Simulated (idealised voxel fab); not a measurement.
The name of this process module is voxel tone inversion.
Cross-section cut: width 220 nm, square cells of 5 nm.
We lay out every cross-section as a grid of square cells and spell it out in bands from the top down, where one band means one or more rows of cells. It is stipulated that each band's entry specify, in nanometres, the height of the top of the band and then that of its bottom, followed by the materials of the band in left-to-right sequence, each together with its width in nanometres. A single material marked by the word "everywhere" is understood to fill the band from edge to edge; the word "air" is understood to denote empty space. We count height from 0. Below that, the starting wafer is all one material. The lowest band never ends at the bottom but goes on down; see "0 nm and below" for how that is written. So if you see something like "30->40" for the width, read it as the top row of the band sitting at the first number and the bottom row at the second, with every row in between moving by the same amount as the last. Take "remained the same" at face value: in the step it is given for, the cross-section changed in none of its cells. Enclosed voids (no open way to top), threshold 8 cells or more, entry "Enclosed internal cavities", notation width x height at distance, distance from left edge, nm. Heads up: the bit after the settings on a step's line is the simulator's remark on that step. overlay nm: how far to the right of its planned place the mask lay on this masked step (negative: to the left).

The planned process steps are enumerated hereunder:
1,RECEIVE [material Si]
2,CONFORMAL_DEP [material SiN] [thk nm 5]
3,DIRECTIONAL_DEP [material polySi] [thk nm 20]
4,PATTERN [tone cover] [mask id POSTS] [material resist] [width nm 15] [pitch nm 45] [thk nm 25] [overlay nm 0]
5,DIRECTIONAL_ETCH [etch materials polySi] [depth nm 20]
6,STRIP [etch materials resist]
7,FILL_DEP [material lowk] [thk nm 10]
8,CMP [height nm 25]
9,STRIP [etch materials polySi]

Delivered wafer in cross-section: state after step 1:
- 0 nm and below = Si everywhere
- Enclosed internal cavities: none

Module complete, cross-section. Starting point and plan per above. One mistake made in running the module:
- 25 nm to 5 nm = lowk 35 nm; air 15 nm; lowk 30 nm; air 15 nm; lowk 30 nm; air 15 nm; lowk 30 nm; air 15 nm; lowk 35 nm
- 5 nm to 0 nm = lowk everywhere
- 0 nm and below = Si everywhere
- Enclosed internal cavities: none
Error vs. plan: step 2 off recipe, ran as CONFORMAL_DEP [material lowk] [thk nm 5]
